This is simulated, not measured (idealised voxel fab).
You're looking at the process module voxel quadruple lines.
Each square cell in cross-section cut measures 5 nm, and the section as a whole is 190 nm wide.
For the purposes of this document, a cross-section shall be understood as a grid of square cells, specified as bands listed in top-to-bottom order, each band consisting of one or more rows of cells. Within each band entry, the heights of the top and of the bottom of the band appear first, in that order and in nm; the materials of the band then follow from left to right, each with its corresponding width in nm. The designation "all across" on a single material indicates that it fills the band from edge to edge; the designation "blank" indicates empty space. Ref level 0: as-received wafer is one material below here. Bottom band extends down with no lower bound ("z 0 and below"). Note: "30 to 40" means the width goes from the first number (top row of the band) to the second number (bottom row) in equal steps per row of cells. The cross-section has no changed cell in any step marked "identical to before". "Enclosed void list" enumerates empty spaces isolated from the top, with no open way to it, that contain at least 8 cells, giving each as width x height at distance from the left edge, all three in nm. The remark found on a step's line after its settings is issued by the simulator itself and pertains to that step. overlay nm: right-of-plan distance of the mask on a masked step; negative values mean left-of-plan.
The planned process steps are enumerated hereunder
- 1: RECEIVE with material Si
- 2: CONFORMAL_DEP with material SiO2, thk nm 10
- 3: DIRECTIONAL_DEP with material TiN, thk nm 10
- 4: DIRECTIONAL_DEP with material polySi, thk nm 20
- 5: DIRECTIONAL_DEP with material aC, thk nm 25
- 6: PATTERN with tone cover, mask id MANDREL, material resist, width nm 20, thk nm 35, overlay nm 0
- 7: DIRECTIONAL_ETCH with etch materials aC, depth nm 25
- 8: STRIP with etch materials resist
- 9: CONFORMAL_DEP with material SiO2, thk nm 10
- 10: DIRECTIONAL_ETCH with etch materials SiO2, depth nm 10
- 11: STRIP with etch materials aC
- 12: DIRECTIONAL_ETCH with etch materials polySi, depth nm 20
- 13: STRIP with etch materials SiO2
- 14: CONFORMAL_DEP with material SiN, thk nm 5
- 15: DIRECTIONAL_ETCH with etch materials SiN, depth nm 5
- 16: STRIP with etch materials polySi
- 17: DIRECTIONAL_ETCH with etch materials TiN, depth nm 10
- 18: STRIP with etch materials SiN
- 19: FILL_DEP with material SiO2, thk nm 10
- 20: CMP with height nm 20
The cross-section here shows the wafer as received, i.e. in its state after step 1
* z 0 and below = Si all across
* Enclosed void list: none
What the wafer looks like in cross-section after this module, when it starts as shown above and follows the plan above but one mistake is made in running it
* z 20 to 10 = 70 of aC | 5 of TiN | 10 of aC | 5 of TiN | 10 of aC | 5 of TiN | 10 of aC | 5 of TiN | 70 of aC
* z 10 to 0 = SiO2 all across
* z 0 and below = Si all across
* Enclosed void list: none
Which mistake was made when the wafer was run? step 19 did not happen as planned, as run it was FILL_DEP with material aC, thk nm 10
